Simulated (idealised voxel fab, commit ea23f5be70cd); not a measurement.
This is a process module. Its name is voxel ribs on slabs.
Cross-sectional view cut (width: 280 nm; square cell size: 5 nm).
Cross-section layout: square cells on a grid; listed as bands, top to bottom; a band spans one or more cell rows. Look at the band entry: it leads with the top's height and the bottom's height in nm. Then it lists the materials left to right, with a width in nm for each. The word "all across" on a single material says that material fills the band edge to edge. The word "empty" is empty space. Height reference: 0 = level under which incoming wafer is all one material. Lowest band: no bottom, runs on downward, e.g. "top 0, no bottom". Width: "30..40" (first number = top row, second number = bottom row, same change from row to row of cells). You'll sometimes find "stayed the same" written for a step, and that's the way of saying that nowhere in the cross-section did a cell change during that step. What "Trapped cavities" gives you is every empty space of 8 cells or more that is cut off from the top. Each appears as width x height at distance, with the distance taken from the left edge and width, height and distance all in nm. If you see something after the settings on a step's line, that's the simulator's own remark about that step. overlay nm: mask right of planned place by this much (step with mask). Neg. = left.

# plan
1 RECEIVE | material Si
2 DIRECTIONAL_DEP | material SiO2 | thk nm 25
3 DIRECTIONAL_DEP | material SiN | thk nm 25
4 DIRECTIONAL_DEP | material aC | thk nm 15
5 PATTERN | tone cover | mask id RIB | material resist | width nm 30 | thk nm 30 | overlay nm -15
6 DIRECTIONAL_ETCH | etch materials aC | depth nm 15
7 STRIP | etch materials resist
8 DIRECTIONAL_ETCH | etch materials SiN | depth nm 15
9 STRIP | etch materials aC
10 PATTERN | tone cover | mask id SLAB | material resist | width nm 60 | thk nm 20 | overlay nm 0
11 DIRECTIONAL_ETCH | etch materials SiN | depth nm 10
12 STRIP | etch materials resist
13 FILL_DEP | material SiO2 | thk nm 20
14 CMP | height nm 60
15 DIRECTIONAL_DEP | material TiN | thk nm 5
16 MASKED_ETCH | tone cover | mask id HEATER | width nm 40 | etch materials TiN | depth nm 5 | overlay nm 0
17 CONFORMAL_DEP | material SiN | thk nm 5
For clarity, it should be stated that the wafers under discussion commence in an identical condition and differ with respect to the overlay nm of step 5, the plan indicating the value that the first wafer had.

# First of several wafers, received after step 1, in cross-section
    top 0, no bottom = Si all across
    Trapped cavities: none

# Cross-section, first of several wafers, end of module, after last step 17
    top 70, bottom 65 = empty 115 nm | SiN 50 nm | empty 115 nm
    top 65, bottom 60 = SiN 120 nm | TiN 40 nm | SiN 120 nm
    top 60, bottom 50 = SiO2 all across
    top 50, bottom 35 = SiO2 110 nm | SiN 30 nm | SiO2 140 nm
    top 35, bottom 25 = SiO2 110 nm | SiN 60 nm | SiO2 110 nm
    top 25, bottom 0 = SiO2 all across
    top 0, no bottom = Si all across
    Trapped cavities: none

# Module end, final wafer: cross-section
    top 70, bottom 65 = empty 115 nm | SiN 50 nm | empty 115 nm
    top 65, bottom 60 = SiN 120 nm | TiN 40 nm | SiN 120 nm
    top 60, bottom 50 = SiO2 all across
    top 50, bottom 35 = SiO2 140 nm | SiN 30 nm | SiO2 110 nm
    top 35, bottom 25 = SiO2 110 nm | SiN 60 nm | SiO2 110 nm
    top 25, bottom 0 = SiO2 all across
    top 0, no bottom = Si all across
    Trapped cavities: none

# Basically each wafer gets a line in the table, showing it at the end of the module: material by material, the cells it gained (+) or lost (-) since we got it, then its closed voids
overlay nm -15 | +100 SiN | +630 SiO2 | +8 TiN | Trapped cavities: none
overlay nm -10 | +100 SiN | +630 SiO2 | +8 TiN | Trapped cavities: none
overlay nm -5 | +100 SiN | +630 SiO2 | +8 TiN | Trapped cavities: none
overlay nm 0 | +100 SiN | +630 SiO2 | +8 TiN | Trapped cavities: none
overlay nm 5 | +100 SiN | +630 SiO2 | +8 TiN | Trapped cavities: none
overlay nm 10 | +100 SiN | +630 SiO2 | +8 TiN | Trapped cavities: none
overlay nm 15 | +100 SiN | +630 SiO2 | +8 TiN | Trapped cavities: none
